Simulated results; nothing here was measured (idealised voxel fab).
process module | voxel transistor to metal
cross-section cut | 295 nm wide | cells 5 nm
A cross-section is a grid of square cells, given in bands from the top down. A band is one or more rows of cells.
Each band's line starts with the height of the band's top and of its bottom, in nm. Then come its materials from left to right, each with its width in nm. One material with "throughout" fills the band from edge to edge. "air" is empty space.
Height 0 is the level under which the wafer as received is all one material. The lowest band goes on downwards, as in "0 down".
A width such as "30 to 40" changes by the same amount from each row of cells to the next, from the band's top row to its bottom row.
"no change" after a step means that no cell of the cross-section changed.
closed voids: empty space of 8 cells or more with no open way to the top, each as width x height at its distance from the left edge, in nm
after a step's settings: what the simulator itself notes on the step
overlay nm, on a step with a mask: how far to the right of its planned place the mask lay; to the left if negative
Each pair below shows a cross-section before one step and the cross-section after it, down to the lowest band that changed. The line under each pair gives the step between them, with its settings. The pairs can come from different runs of this module on the same starting wafer, so a pair continues from the pair above only where its "before" says so.
before
  85 to 70: aC throughout
  70 to 55: W throughout
  55 to 50: TiN throughout
  50 to 40: SiO2 40 | TiN 5 | Ru 15 | TiN 5 | SiO2 35 | TiN 5 | Ru 15 | TiN 5 | SiO2 40 | TiN 5 | Ru 15 | TiN 5 | SiO2 35 | TiN 5 | Ru 15 | TiN 5 | SiO2 45
  40 to 25: SiO2 40 | TiN 5 | Ru 15 | TiN 5 | SiN 5 | SiCN 25 | SiN 5 | TiN 5 | Ru 15 | TiN 5 | SiO2 40 | TiN 5 | Ru 15 | TiN 5 | SiN 5 | SiCN 25 | SiN 5 | TiN 5 | Ru 15 | TiN 5 | SiO2 45
  25 to 5: SiO2 40 | TiN 5 | Ru 15 | TiN 5 | SiN 5 | polySi 25 | SiN 5 | TiN 5 | Ru 15 | TiN 5 | SiO2 40 | TiN 5 | Ru 15 | TiN 5 | SiN 5 | polySi 25 | SiN 5 | TiN 5 | Ru 15 | TiN 5 | SiO2 45
  5 to 0: SiO2 30 | SiN 5 | SiO2 5 | TiN 5 | Ru 15 | TiN 5 | SiN 5 | polySi 25 | SiN 5 | TiN 5 | Ru 15 | TiN 5 | SiO2 5 | SiN 5 | SiO2 20 | SiN 5 | SiO2 5 | TiN 5 | Ru 15 | TiN 5 | SiN 5 | polySi 25 | SiN 5 | TiN 5 | Ru 15 | TiN 5 | SiO2 5 | SiN 5 | SiO2 35
  0 to -5: SiO2 30 | SiN 5 | SiO2 5 | TiN 25 | SiN 5 | polySi 25 | SiN 5 | TiN 25 | SiO2 5 | SiN 5 | SiO2 20 | SiN 5 | SiO2 5 | TiN 25 | SiN 5 | polySi 25 | SiN 5 | TiN 25 | SiO2 5 | SiN 5 | SiO2 35
  -5 to -10: SiO2 35 | nSi 30 | SiO2 35 | nSi 30 | SiO2 30 | nSi 30 | SiO2 35 | nSi 30 | SiO2 40
  -10 to -45: SiO2 40 | Si 85 | SiO2 40 | Si 85 | SiO2 45
  -45 down: Si throughout
  closed voids: none
after
  120 to 85: air 45 | resist 15 | air 55 | resist 15 | air 40 | resist 15 | air 55 | resist 15 | air 40
  below 85: unchanged
  closed voids: none
the step between: op PATTERN | tone cover | mask id METAL_1 | material resist | width nm 15 | thk nm 35 | overlay nm 5
before: the cross-section after the pair above
after
  105 to 85: air 45 | resist 15 | air 55 | resist 15 | air 40 | resist 15 | air 55 | resist 15 | air 40
  85 to 70: air 45 | aC 15 | air 55 | aC 15 | air 40 | aC 15 | air 55 | aC 15 | air 40
  below 70: unchanged
  closed voids: none
the step between: op DIRECTIONAL_ETCH | etch materials aC | depth nm 15
before: the cross-section after the pair above
after
  85 to 70: air 45 | aC 15 | air 55 | aC 15 | air 40 | aC 15 | air 55 | aC 15 | air 40
  below 70: unchanged
  closed voids: none
the step between: op STRIP | etch materials resist
before: the cross-section after the pair above
after
  85 to 70: air 45 | aC 15 | air 55 | aC 15 | air 40 | aC 15 | air 55 | aC 15 | air 40
  70 to 55: air 45 | W 15 | air 55 | W 15 | air 40 | W 15 | air 55 | W 15 | air 40
  below 55: unchanged
  closed voids: none
the step between: op DIRECTIONAL_ETCH | etch materials W | depth nm 15
before: the cross-section after the pair above
after
  85 to 70: air 45 | aC 15 | air 55 | aC 15 | air 40 | aC 15 | air 55 | aC 15 | air 40
  70 to 55: air 45 | W 15 | air 55 | W 15 | air 40 | W 15 | air 55 | W 15 | air 40
  55 to 50: air 45 | TiN 15 | air 55 | TiN 15 | air 40 | TiN 15 | air 55 | TiN 15 | air 40
  below 50: unchanged
  closed voids: none
the step between: op DIRECTIONAL_ETCH | etch materials TiN | depth nm 5
before: the cross-section after the pair above
after
  70 to 55: air 45 | W 15 | air 55 | W 15 | air 40 | W 15 | air 55 | W 15 | air 40
  below 55: unchanged
  closed voids: none
the step between: op STRIP | etch materials aC
before: the cross-section after the pair above
after
  75 to 70: SiO2 throughout
  70 to 55: SiO2 45 | W 15 | SiO2 55 | W 15 | SiO2 40 | W 15 | SiO2 55 | W 15 | SiO2 40
  55 to 50: SiO2 45 | TiN 15 | SiO2 55 | TiN 15 | SiO2 40 | TiN 15 | SiO2 55 | TiN 15 | SiO2 40
  below 50: unchanged
  closed voids: none
the step between: op FILL_DEP | material SiO2 | thk nm 5
before: the cross-section after the pair above
after
  70 to 55: SiO2 45 | W 15 | SiO2 55 | W 15 | SiO2 40 | W 15 | SiO2 55 | W 15 | SiO2 40
  below 55: unchanged
  closed voids: none
the step between: op CMP | height nm 70
before: the cross-section after the pair above
after
  75 to 70: SiN throughout
  below 70: unchanged
  closed voids: none
the step between: op CONFORMAL_DEP | material SiN | thk nm 5
before
  50 to 40: SiO2 40 | air 25 | SiO2 35 | air 25 | SiO2 40 | air 25 | SiO2 35 | air 25 | SiO2 45
  40 to 25: SiO2 40 | air 25 | SiN 5 | SiCN 25 | SiN 5 | air 25 | SiO2 40 | air 25 | SiN 5 | SiCN 25 | SiN 5 | air 25 | SiO2 45
  25 to 5: SiO2 40 | air 25 | SiN 5 | polySi 25 | SiN 5 | air 25 | SiO2 40 | air 25 | SiN 5 | polySi 25 | SiN 5 | air 25 | SiO2 45
  5 to -5: SiO2 30 | SiN 5 | SiO2 5 | air 25 | SiN 5 | polySi 25 | SiN 5 | air 25 | SiO2 5 | SiN 5 | SiO2 20 | SiN 5 | SiO2 5 | air 25 | SiN 5 | polySi 25 | SiN 5 | air 25 | SiO2 5 | SiN 5 | SiO2 35
  -5 to -10: SiO2 35 | nSi 30 | SiO2 35 | nSi 30 | SiO2 30 | nSi 30 | SiO2 35 | nSi 30 | SiO2 40
  -10 to -45: SiO2 40 | Si 85 | SiO2 40 | Si 85 | SiO2 45
  -45 down: Si throughout
  closed voids: none
after
  55 to 50: W 45 | air 15 | W 45 | air 15 | W 50 | air 15 | W 45 | air 15 | W 50
  50 to 40: SiO2 40 | W 5 | air 15 | W 5 | SiO2 35 | W 5 | air 15 | W 5 | SiO2 40 | W 5 | air 15 | W 5 | SiO2 35 | W 5 | air 15 | W 5 | SiO2 45
  40 to 25: SiO2 40 | W 5 | air 15 | W 5 | SiN 5 | SiCN 25 | SiN 5 | W 5 | air 15 | W 5 | SiO2 40 | W 5 | air 15 | W 5 | SiN 5 | SiCN 25 | SiN 5 | W 5 | air 15 | W 5 | SiO2 45
  25 to 5: SiO2 40 | W 5 | air 15 | W 5 | SiN 5 | polySi 25 | SiN 5 | W 5 | air 15 | W 5 | SiO2 40 | W 5 | air 15 | W 5 | SiN 5 | polySi 25 | SiN 5 | W 5 | air 15 | W 5 | SiO2 45
  5 to 0: SiO2 30 | SiN 5 | SiO2 5 | W 5 | air 15 | W 5 | SiN 5 | polySi 25 | SiN 5 | W 5 | air 15 | W 5 | SiO2 5 | SiN 5 | SiO2 20 | SiN 5 | SiO2 5 | W 5 | air 15 | W 5 | SiN 5 | polySi 25 | SiN 5 | W 5 | air 15 | W 5 | SiO2 5 | SiN 5 | SiO2 35
  0 to -5: SiO2 30 | SiN 5 | SiO2 5 | W 25 | SiN 5 | polySi 25 | SiN 5 | W 25 | SiO2 5 | SiN 5 | SiO2 20 | SiN 5 | SiO2 5 | W 25 | SiN 5 | polySi 25 | SiN 5 | W 25 | SiO2 5 | SiN 5 | SiO2 35
  below -5: unchanged
  closed voids: none
the step between: op CONFORMAL_DEP | material W | thk nm 5
before: the cross-section after the pair above
after
  65 to 55: Ru throughout
  55 to 50: W 45 | Ru 15 | W 45 | Ru 15 | W 50 | Ru 15 | W 45 | Ru 15 | W 50
  50 to 40: SiO2 40 | W 5 | Ru 15 | W 5 | SiO2 35 | W 5 | Ru 15 | W 5 | SiO2 40 | W 5 | Ru 15 | W 5 | SiO2 35 | W 5 | Ru 15 | W 5 | SiO2 45
  40 to 25: SiO2 40 | W 5 | Ru 15 | W 5 | SiN 5 | SiCN 25 | SiN 5 | W 5 | Ru 15 | W 5 | SiO2 40 | W 5 | Ru 15 | W 5 | SiN 5 | SiCN 25 | SiN 5 | W 5 | Ru 15 | W 5 | SiO2 45
  25 to 5: SiO2 40 | W 5 | Ru 15 | W 5 | SiN 5 | polySi 25 | SiN 5 | W 5 | Ru 15 | W 5 | SiO2 40 | W 5 | Ru 15 | W 5 | SiN 5 | polySi 25 | SiN 5 | W 5 | Ru 15 | W 5 | SiO2 45
  5 to 0: SiO2 30 | SiN 5 | SiO2 5 | W 5 | Ru 15 | W 5 | SiN 5 | polySi 25 | SiN 5 | W 5 | Ru 15 | W 5 | SiO2 5 | SiN 5 | SiO2 20 | SiN 5 | SiO2 5 | W 5 | Ru 15 | W 5 | SiN 5 | polySi 25 | SiN 5 | W 5 | Ru 15 | W 5 | SiO2 5 | SiN 5 | SiO2 35
  below 0: unchanged
  closed voids: none
the step between: op FILL_DEP | material Ru | thk nm 10
before: the cross-section after the pair above
after
  50 to 40: SiO2 40 | W 5 | Ru 15 | W 5 | SiO2 35 | W 5 | Ru 15 | W 5 | SiO2 40 | W 5 | Ru 15 | W 5 | SiO2 35 | W 5 | Ru 15 | W 5 | SiO2 45
  below 40: unchanged
  closed voids: none
the step between: op CMP | height nm 50
before: the cross-section after the pair above
after
  55 to 50: TiN throughout
  below 50: unchanged
  closed voids: none
the step between: op DIRECTIONAL_DEP | material TiN | thk nm 5
before: the cross-section after the pair above
after
  70 to 55: W throughout
  below 55: unchanged
  closed voids: none
the step between: op DIRECTIONAL_DEP | material W | thk nm 15
before: the cross-section after the pair above
after
  85 to 70: aC throughout
  below 70: unchanged
  closed voids: none
the step between: op DIRECTIONAL_DEP | material aC | thk nm 15
before: the cross-section after the pair above
after
  120 to 85: air 40 | resist 15 | air 55 | resist 15 | air 40 | resist 15 | air 55 | resist 15 | air 45
  below 85: unchanged
  closed voids: none
the step between: op PATTERN | tone cover | mask id METAL_1 | material resist | width nm 15 | thk nm 35 | overlay nm 0
before: the cross-section after the pair above
after
  105 to 85: air 40 | resist 15 | air 55 | resist 15 | air 40 | resist 15 | air 55 | resist 15 | air 45
  85 to 70: air 40 | aC 15 | air 55 | aC 15 | air 40 | aC 15 | air 55 | aC 15 | air 45
  below 70: unchanged
  closed voids: none
the step between: op DIRECTIONAL_ETCH | etch materials aC | depth nm 15
before: the cross-section after the pair above
after
  85 to 70: air 40 | aC 15 | air 55 | aC 15 | air 40 | aC 15 | air 55 | aC 15 | air 45
  below 70: unchanged
  closed voids: none
the step between: op STRIP | etch materials resist
before: the cross-section after the pair above
after
  85 to 70: air 40 | aC 15 | air 55 | aC 15 | air 40 | aC 15 | air 55 | aC 15 | air 45
  70 to 55: air 40 | W 15 | air 55 | W 15 | air 40 | W 15 | air 55 | W 15 | air 45
  below 55: unchanged
  closed voids: none
the step between: op DIRECTIONAL_ETCH | etch materials W | depth nm 15
before: the cross-section after the pair above
after
  85 to 70: air 40 | aC 15 | air 55 | aC 15 | air 40 | aC 15 | air 55 | aC 15 | air 45
  70 to 55: air 40 | W 15 | air 55 | W 15 | air 40 | W 15 | air 55 | W 15 | air 45
  55 to 50: air 40 | TiN 15 | air 55 | TiN 15 | air 40 | TiN 15 | air 55 | TiN 15 | air 45
  below 50: unchanged
  closed voids: none
the step between: op DIRECTIONAL_ETCH | etch materials TiN | depth nm 5
before: the cross-section after the pair above
after
  70 to 55: air 40 | W 15 | air 55 | W 15 | air 40 | W 15 | air 55 | W 15 | air 45
  below 55: unchanged
  closed voids: none
the step between: op STRIP | etch materials aC
before: the cross-section after the pair above
after
  75 to 70: SiO2 throughout
  70 to 55: SiO2 40 | W 15 | SiO2 55 | W 15 | SiO2 40 | W 15 | SiO2 55 | W 15 | SiO2 45
  55 to 50: SiO2 40 | TiN 15 | SiO2 55 | TiN 15 | SiO2 40 | TiN 15 | SiO2 55 | TiN 15 | SiO2 45
  below 50: unchanged
  closed voids: none
the step between: op FILL_DEP | material SiO2 | thk nm 5
before: the cross-section after the pair above
after
  70 to 55: SiO2 40 | W 15 | SiO2 55 | W 15 | SiO2 40 | W 15 | SiO2 55 | W 15 | SiO2 45
  below 55: unchanged
  closed voids: none
the step between: op CMP | height nm 70
before: the cross-section after the pair above
after
  75 to 70: SiN throughout
  below 70: unchanged
  closed voids: none
the step between: op CONFORMAL_DEP | material SiN | thk nm 5
before
  85 to 70: aC throughout
  70 to 55: W throughout
  55 to 50: TiN throughout
  50 to 40: SiO2 40 | TiN 5 | Ru 15 | TiN 5 | SiO2 35 | TiN 5 | Ru 15 | TiN 5 | SiO2 40 | TiN 5 | Ru 15 | TiN 5 | SiO2 35 | TiN 5 | Ru 15 | TiN 5 | SiO2 45
  40 to 25: SiO2 40 | TiN 5 | Ru 15 | TiN 5 | SiN 5 | SiCN 25 | SiN 5 | TiN 5 | Ru 15 | TiN 5 | SiO2 40 | TiN 5 | Ru 15 | TiN 5 | SiN 5 | SiCN 25 | SiN 5 | TiN 5 | Ru 15 | TiN 5 | SiO2 45
  25 to 5: SiO2 40 | TiN 5 | Ru 15 | TiN 5 | SiN 5 | polySi 25 | SiN 5 | TiN 5 | Ru 15 | TiN 5 | SiO2 40 | TiN 5 | Ru 15 | TiN 5 | SiN 5 | polySi 25 | SiN 5 | TiN 5 | Ru 15 | TiN 5 | SiO2 45
  5 to 0: SiO2 30 | SiN 5 | SiO2 5 | TiN 5 | Ru 15 | TiN 5 | SiN 5 | polySi 25 | SiN 5 | TiN 5 | Ru 15 | TiN 5 | SiO2 5 | SiN 5 | SiO2 20 | SiN 5 | SiO2 5 | TiN 5 | Ru 15 | TiN 5 | SiN 5 | polySi 25 | SiN 5 | TiN 5 | Ru 15 | TiN 5 | SiO2 5 | SiN 5 | SiO2 35
  0 to -5: SiO2 30 | SiN 5 | SiO2 5 | TiN 25 | SiN 5 | polySi 25 | SiN 5 | TiN 25 | SiO2 5 | SiN 5 | SiO2 20 | SiN 5 | SiO2 5 | TiN 25 | SiN 5 | polySi 25 | SiN 5 | TiN 25 | SiO2 5 | SiN 5 | SiO2 35
  -5 to -10: SiO2 35 | nSi 30 | SiO2 35 | nSi 30 | SiO2 30 | nSi 30 | SiO2 35 | nSi 30 | SiO2 40
  -10 to -45: SiO2 40 | Si 85 | SiO2 40 | Si 85 | SiO2 45
  -45 down: Si throughout
  closed voids: none
after
  120 to 85: resist 40 | air 15 | resist 55 | air 15 | resist 40 | air 15 | resist 55 | air 15 | resist 45
  below 85: unchanged
  closed voids: none
the step between: op PATTERN | tone open | mask id METAL_1 | material resist | width nm 15 | thk nm 35 | overlay nm 0
before: the cross-section after the pair above
after
  105 to 85: resist 40 | air 15 | resist 55 | air 15 | resist 40 | air 15 | resist 55 | air 15 | resist 45
  85 to 70: aC 40 | air 15 | aC 55 | air 15 | aC 40 | air 15 | aC 55 | air 15 | aC 45
  below 70: unchanged
  closed voids: none
the step between: op DIRECTIONAL_ETCH | etch materials aC | depth nm 15
before: the cross-section after the pair above
after
  85 to 70: aC 40 | air 15 | aC 55 | air 15 | aC 40 | air 15 | aC 55 | air 15 | aC 45
  below 70: unchanged
  closed voids: none
the step between: op STRIP | etch materials resist
before: the cross-section after the pair above
after
  85 to 70: aC 40 | air 15 | aC 55 | air 15 | aC 40 | air 15 | aC 55 | air 15 | aC 45
  70 to 55: W 40 | air 15 | W 55 | air 15 | W 40 | air 15 | W 55 | air 15 | W 45
  below 55: unchanged
  closed voids: none
the step between: op DIRECTIONAL_ETCH | etch materials W | depth nm 15
before: the cross-section after the pair above
after
  85 to 70: aC 40 | air 15 | aC 55 | air 15 | aC 40 | air 15 | aC 55 | air 15 | aC 45
  70 to 55: W 40 | air 15 | W 55 | air 15 | W 40 | air 15 | W 55 | air 15 | W 45
  55 to 50: TiN 40 | air 15 | TiN 55 | air 15 | TiN 40 | air 15 | TiN 55 | air 15 | TiN 45
  below 50: unchanged
  closed voids: none
the step between: op DIRECTIONAL_ETCH | etch materials TiN | depth nm 5
before: the cross-section after the pair above
after
  70 to 55: W 40 | air 15 | W 55 | air 15 | W 40 | air 15 | W 55 | air 15 | W 45
  below 55: unchanged
  closed voids: none
the step between: op STRIP | etch materials aC
before: the cross-section after the pair above
after
  75 to 70: SiO2 throughout
  70 to 55: W 40 | SiO2 15 | W 55 | SiO2 15 | W 40 | SiO2 15 | W 55 | SiO2 15 | W 45
  55 to 50: TiN 40 | SiO2 15 | TiN 55 | SiO2 15 | TiN 40 | SiO2 15 | TiN 55 | SiO2 15 | TiN 45
  below 50: unchanged
  closed voids: none
the step between: op FILL_DEP | material SiO2 | thk nm 5
before: the cross-section after the pair above
after
  70 to 55: W 40 | SiO2 15 | W 55 | SiO2 15 | W 40 | SiO2 15 | W 55 | SiO2 15 | W 45
  below 55: unchanged
  closed voids: none
the step between: op CMP | height nm 70
before: the cross-section after the pair above
after
  75 to 70: SiN throughout
  below 70: unchanged
  closed voids: none
the step between: op CONFORMAL_DEP | material SiN | thk nm 5
